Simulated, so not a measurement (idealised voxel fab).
Process module under the name voxel transistor to metal
Xsec cut, 195 nm wide, square cell size 5 nm.
Cross-section spec: square-cell grid; bands listed top down; each band is one or more rows.
Heights first: top, then bottom, in nm. Then materials, left to right, each with a width in nm. "full width" on a single material: fills the band edge to edge. "empty": empty space.
Ref level 0: as-received wafer is one material below here. Bottom band extends down with no lower bound ("0 and below").
Quick explanation for "30->40": the width changes in equal steps down the rows of cells, from the first number in the band's top row to the second number in its bottom row.
You'll sometimes find "no modification" written for a step, and that's the way of saying that nowhere in the cross-section did a cell change during that step.
Look at "Catalogued sealed voids" for the closed voids: empty spaces with no open path to the top, sized 8 cells or up. Each is width x height at distance, distance from the left edge, all nm.
Formally, on a step line, whatever follows the settings is a remark that the simulator itself makes on the step.
If you see "overlay nm" on a step's line and that step has a mask, it's telling you how far right of where it was planned the mask ended up; a negative number means it went left instead.
Below is the list of planned process steps:
step 1: RECEIVE (material Si)
step 2: CONFORMAL_DEP (material SiO2; thk nm 5)
step 3: CONFORMAL_DEP (material SiN; thk nm 10)
step 4: PATTERN (tone cover; mask id ACTIVE; material resist; width nm 125; thk nm 15; overlay nm 0)
step 5: DIRECTIONAL_ETCH (etch materials SiN; depth nm 10)
step 6: DIRECTIONAL_ETCH (etch materials SiO2; depth nm 5)
step 7: DIRECTIONAL_ETCH (etch materials Si; depth nm 20)
step 8: STRIP (etch materials resist)
step 9: OXIDIZE (depth nm 5)
step 10: FILL_DEP (material SiO2; thk nm 5)
step 11: CMP (height nm 15)
step 12: SELECTIVE_ETCH (etch materials SiO2; depth nm 10)
step 13: STRIP (etch materials SiN)
step 14: SELECTIVE_ETCH (etch materials SiO2; depth nm 5)
step 15: OXIDIZE (depth nm 5)
step 16: DIRECTIONAL_DEP (material polySi; thk nm 30)
step 17: DIRECTIONAL_DEP (material SiCN; thk nm 15)
step 18: PATTERN (tone cover; mask id GATE; material resist; width nm 35; thk nm 15; overlay nm 0)
step 19: DIRECTIONAL_ETCH (etch materials SiCN; depth nm 25)
step 20: DIRECTIONAL_ETCH (etch materials polySi; depth nm 40)
step 21: STRIP (etch materials resist)
step 22: CONFORMAL_DEP (material SiO2; thk nm 5)
step 23: DIRECTIONAL_ETCH (etch materials SiO2; depth nm 5)
step 24: CONFORMAL_DEP (material SiN; thk nm 5)
step 25: DIRECTIONAL_ETCH (etch materials SiN; depth nm 5)
step 26: DIRECTIONAL_ETCH (etch materials SiO2; depth nm 5)
step 27: DIRECTIONAL_ETCH (etch materials Si; depth nm 15)
step 28: EPI (material SiGe; thk nm 20)
step 29: FILL_DEP (material SiO2; thk nm 5)
step 30: CMP (height nm 30)
step 31: STRIP (etch materials polySi)
step 32: SELECTIVE_ETCH (etch materials SiO2; depth nm 5)
step 33: CONFORMAL_DEP (material HfO2; thk nm 5)
step 34: CONFORMAL_DEP (material TiN; thk nm 5)
step 35: FILL_DEP (material W; thk nm 10)
step 36: CMP (height nm 25)
step 37: DIRECTIONAL_DEP (material SiO2; thk nm 10)
step 38: DIRECTIONAL_DEP (material aC; thk nm 15)
step 39: PATTERN (tone open; mask id CONTACT; material resist; width nm 15; pitch nm 90; thk nm 30; overlay nm 0)
step 40: DIRECTIONAL_ETCH (etch materials aC; depth nm 15)
step 41: STRIP (etch materials resist)
step 42: DIRECTIONAL_ETCH (etch materials SiO2; depth nm 35)
step 43: STRIP (etch materials aC)
step 44: CONFORMAL_DEP (material TiN; thk nm 5)
step 45: FILL_DEP (material Ru; thk nm 5)
step 46: CMP (height nm 35)
step 47: DIRECTIONAL_DEP (material TiN; thk nm 5)
step 48: DIRECTIONAL_DEP (material W; thk nm 15)
step 49: PATTERN (tone cover; mask id METAL_1; material resist; width nm 15; pitch nm 90; thk nm 15; overlay nm 0)
step 50: DIRECTIONAL_ETCH (etch materials W; depth nm 15)
step 51: DIRECTIONAL_ETCH (etch materials TiN; depth nm 5)
step 52: STRIP (etch materials resist)
step 53: FILL_DEP (material lowk; thk nm 10)
step 54: CMP (height nm 55)
step 55: CONFORMAL_DEP (material SiN; thk nm 5)
Cross-section of the wafer at receipt, which is the condition after step 1:
- 0 and below  Si full width
- Catalogued sealed voids: none
End state of the module in cross-section, given the above starting point and plan and one mistake in execution:
- 60 down to 55  SiN full width
- 55 down to 40  lowk (45) / W (15) / lowk (75) / W (15) / lowk (45)
- 40 down to 35  lowk (45) / TiN (15) / lowk (75) / TiN (15) / lowk (45)
- 35 down to 25  SiO2 (45) / TiN (5) / Ru (5) / TiN (5) / SiO2 (75) / TiN (5) / Ru (5) / TiN (5) / SiO2 (45)
- 25 down to 20  SiO2 (45) / TiN (5) / Ru (5) / TiN (5) / SiO2 (10) / SiN (5) / HfO2 (5) / TiN (5) / W (25) / TiN (5) / HfO2 (5) / SiN (5) / SiO2 (10) / TiN (5) / Ru (5) / TiN (5) / SiO2 (45)
- 20 down to 15  SiO2 (45) / TiN (15) / SiO2 (10) / SiN (5) / HfO2 (5) / TiN (5) / W (25) / TiN (5) / HfO2 (5) / SiN (5) / SiO2 (10) / TiN (15) / SiO2 (45)
- 15 down to 5  SiO2 (45) / TiN (5) / SiGe (20) / SiN (5) / HfO2 (5) / TiN (5) / W (25) / TiN (5) / HfO2 (5) / SiN (5) / SiGe (20) / TiN (5) / SiO2 (45)
- 5 down to 0  SiO2 (35) / SiGe (35) / SiN (5) / HfO2 (5) / TiN (35) / HfO2 (5) / SiN (5) / SiGe (35) / SiO2 (35)
- 0 down to -5  SiO2 (25) / SiN (10) / SiGe (35) / SiO2 (5) / HfO2 (45) / SiO2 (5) / SiGe (35) / SiN (10) / SiO2 (25)
- -5 down to -10  SiO2 (25) / SiN (10) / SiO2 (10) / SiGe (25) / Si (55) / SiGe (25) / SiO2 (10) / SiN (10) / SiO2 (25)
- -10 down to -15  SiO2 (45) / SiGe (25) / Si (55) / SiGe (25) / SiO2 (45)
- -15 down to -20  SiO2 (40) / Si (5) / SiGe (25) / Si (55) / SiGe (25) / Si (5) / SiO2 (40)
- -20 down to -25  SiO2 (40) / Si (115) / SiO2 (40)
- -25 and below  Si full width
- Catalogued sealed voids: none
It is concluded that the wafer was processed incorrectly with respect to the plan, in that steps 12 and 13 were swapped
